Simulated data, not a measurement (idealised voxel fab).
process module | voxel ribs on slabs
cross-section cut | 225 nm wide | cells 5 nm
A cross-section is a grid of square cells, given in bands from the top down. A band is one or more rows of cells.
Each band's line starts with the height of the band's top and of its bottom, in nm. Then come its materials from left to right, each with its width in nm. One material with "throughout" fills the band from edge to edge. "air" is empty space.
Height 0 is the level under which the wafer as received is all one material. The lowest band goes on downwards, as in "0 down".
A width such as "30 to 40" changes by the same amount from each row of cells to the next, from the band's top row to its bottom row.
"no change" after a step means that no cell of the cross-section changed.
closed voids: empty space of 8 cells or more with no open way to the top, each as width x height at its distance from the left edge, in nm
after a step's settings: what the simulator itself notes on the step
overlay nm, on a step with a mask: how far to the right of its planned place the mask lay; to the left if negative
plan
1 op RECEIVE | material Si
2 op DIRECTIONAL_DEP | material SiO2 | thk nm 25
3 op DIRECTIONAL_DEP | material polySi | thk nm 20
4 op PATTERN | tone cover | mask id RIB | material resist | width nm 15 | thk nm 20 | overlay nm 0
5 op DIRECTIONAL_ETCH | etch materials polySi | depth nm 15
6 op STRIP | etch materials resist
7 op MASKED_ETCH | tone cover | mask id SLAB | width nm 65 | etch materials polySi | depth nm 5 | overlay nm 0
8 op FILL_DEP | material SiO2 | thk nm 20
9 op CMP | height nm 55
10 op DIRECTIONAL_DEP | material W | thk nm 10
11 op PATTERN | tone cover | mask id HEATER | material resist | width nm 25 | thk nm 15 | overlay nm 0
12 op DIRECTIONAL_ETCH | etch materials W | depth nm 10
13 op STRIP | etch materials resist
14 op CONFORMAL_DEP | material SiN | thk nm 10
first wafer, as planned
as received, after step 1
  0 down: Si throughout
  closed voids: none
after step 2
  25 to 0: SiO2 throughout
  below 0: unchanged
after step 3
  45 to 25: polySi throughout
  below 25: unchanged
after step 4
  65 to 45: air 105 | resist 15 | air 105
  below 45: unchanged
after step 5
  65 to 45: air 105 | resist 15 | air 105
  45 to 30: air 105 | polySi 15 | air 105
  below 30: unchanged
after step 6
  45 to 30: air 105 | polySi 15 | air 105
  below 30: unchanged
after step 7
  45 to 30: air 105 | polySi 15 | air 105
  30 to 25: air 80 | polySi 65 | air 80
  below 25: unchanged
after step 8
  65 to 45: SiO2 throughout
  45 to 30: SiO2 105 | polySi 15 | SiO2 105
  30 to 25: SiO2 80 | polySi 65 | SiO2 80
  below 25: unchanged
after step 9
  55 to 45: SiO2 throughout
  below 45: unchanged
after step 10
  65 to 55: W throughout
  below 55: unchanged
after step 11
  80 to 65: air 100 | resist 25 | air 100
  below 65: unchanged
after step 12
  80 to 65: air 100 | resist 25 | air 100
  65 to 55: air 100 | W 25 | air 100
  below 55: unchanged
after step 13
  65 to 55: air 100 | W 25 | air 100
  below 55: unchanged
after step 14
  75 to 65: air 90 | SiN 45 | air 90
  65 to 55: SiN 100 | W 25 | SiN 100
  below 55: unchanged
second wafer: like start, like plan, one mistake. Through step 1 it matches the first wafer
when step 2 should have ended
  20 to 0: polySi throughout
  below 0: unchanged
when step 3 should have ended
  45 to 20: SiO2 throughout
  below 20: unchanged
when step 4 should have ended
  65 to 45: air 105 | resist 15 | air 105
  below 45: unchanged
when step 5 should have ended: no change
when step 6 should have ended
  45 to 20: SiO2 throughout
  below 20: unchanged
when step 7 should have ended: no change
when step 8 should have ended
  65 to 20: SiO2 throughout
  below 20: unchanged
when step 9 should have ended
  55 to 20: SiO2 throughout
  below 20: unchanged
when step 10 should have ended
  65 to 55: W throughout
  below 55: unchanged
when step 11 should have ended
  80 to 65: air 100 | resist 25 | air 100
  below 65: unchanged
when step 12 should have ended
  80 to 65: air 100 | resist 25 | air 100
  65 to 55: air 100 | W 25 | air 100
  below 55: unchanged
when step 13 should have ended
  65 to 55: air 100 | W 25 | air 100
  below 55: unchanged
when step 14 should have ended
  75 to 65: air 90 | SiN 45 | air 90
  65 to 55: SiN 100 | W 25 | SiN 100
  below 55: unchanged
what went wrong: steps 2 and 3 were swapped
at the end the second wafer has, in cells: 158 fewer of SiO2 | 158 more of polySi
